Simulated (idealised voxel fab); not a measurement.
process module | voxel air gaps
cross-section cut | 205 nm wide | cells 5 nm
A cross-section is a grid of square cells, given in bands from the top down. A band is one or more rows of cells.
Each band's line starts with the height of the band's top and of its bottom, in nm. Then come its materials from left to right, each with its width in nm. One material with "throughout" fills the band from edge to edge. "air" is empty space.
Height 0 is the level under which the wafer as received is all one material. The lowest band goes on downwards, as in "0 down".
A width such as "30 to 40" changes by the same amount from each row of cells to the next, from the band's top row to its bottom row.
"no change" after a step means that no cell of the cross-section changed.
closed voids: empty space of 8 cells or more with no open way to the top, each as width x height at its distance from the left edge, in nm
after a step's settings: what the simulator itself notes on the step
overlay nm, on a step with a mask: how far to the right of its planned place the mask lay; to the left if negative
plan
1 op RECEIVE | material Si
2 op CONFORMAL_DEP | material SiO2 | thk nm 10
3 op CONFORMAL_DEP | material SiN | thk nm 5
4 op DIRECTIONAL_DEP | material lowk | thk nm 35
5 op PATTERN | tone open | mask id LINES | material resist | width nm 20 | pitch nm 50 | thk nm 20 | overlay nm 0
6 op DIRECTIONAL_ETCH | etch materials lowk | depth nm 35
7 op STRIP | etch materials resist
8 op CONFORMAL_DEP | material TiN | thk nm 5
9 op FILL_DEP | material Cu | thk nm 10
10 op CMP | height nm 50
11 op EPI | material Ru | thk nm 10
12 op SELECTIVE_ETCH | etch materials lowk | depth nm 45
13 op CONFORMAL_DEP | material SiCN | thk nm 5
as received, after step 1
  0 down: Si throughout
  closed voids: none
first wafer at the end, as planned
  65 to 60: air 25 | SiCN 150 | air 30
  60 to 50: air 25 | SiCN 5 | Ru 40 | SiCN 10 | Ru 40 | SiCN 10 | Ru 40 | SiCN 5 | air 30
  50 to 45: air 25 | SiCN 15 | TiN 5 | Cu 10 | TiN 5 | SiCN 30 | TiN 5 | Cu 10 | TiN 5 | SiCN 30 | TiN 5 | Cu 10 | TiN 5 | SiCN 15 | air 30
  45 to 20: air 35 | SiCN 5 | TiN 5 | Cu 10 | TiN 5 | SiCN 5 | air 20 | SiCN 5 | TiN 5 | Cu 10 | TiN 5 | SiCN 5 | air 20 | SiCN 5 | TiN 5 | Cu 10 | TiN 5 | SiCN 5 | air 40
  20 to 15: SiCN 40 | TiN 20 | SiCN 30 | TiN 20 | SiCN 30 | TiN 20 | SiCN 45
  15 to 10: SiN throughout
  10 to 0: SiO2 throughout
  0 down: Si throughout
  closed voids: 20 x 25 at 65; 20 x 25 at 115
second wafer at the end: like start, like plan, one mistake
  75 to 70: air 15 | SiCN 170 | air 20
  70 to 50: air 15 | SiCN 5 | Ru 160 | SiCN 5 | air 20
  50 to 45: air 15 | SiCN 25 | TiN 5 | Cu 10 | TiN 5 | lowk 30 | TiN 5 | Cu 10 | TiN 5 | lowk 30 | TiN 5 | Cu 10 | TiN 5 | SiCN 25 | air 20
  45 to 20: air 35 | SiCN 5 | TiN 5 | Cu 10 | TiN 5 | lowk 30 | TiN 5 | Cu 10 | TiN 5 | lowk 30 | TiN 5 | Cu 10 | TiN 5 | SiCN 5 | air 40
  20 to 15: SiCN 40 | TiN 20 | lowk 30 | TiN 20 | lowk 30 | TiN 20 | SiCN 45
  15 to 10: SiN throughout
  10 to 0: SiO2 throughout
  0 down: Si throughout
  closed voids: none
what went wrong: step 11 was run twice
at the end the second wafer has, in cells: 80 more of Ru | 40 fewer of SiCN | 84 more of lowk
closed voids at the end (first wafer, second wafer): 2, 0
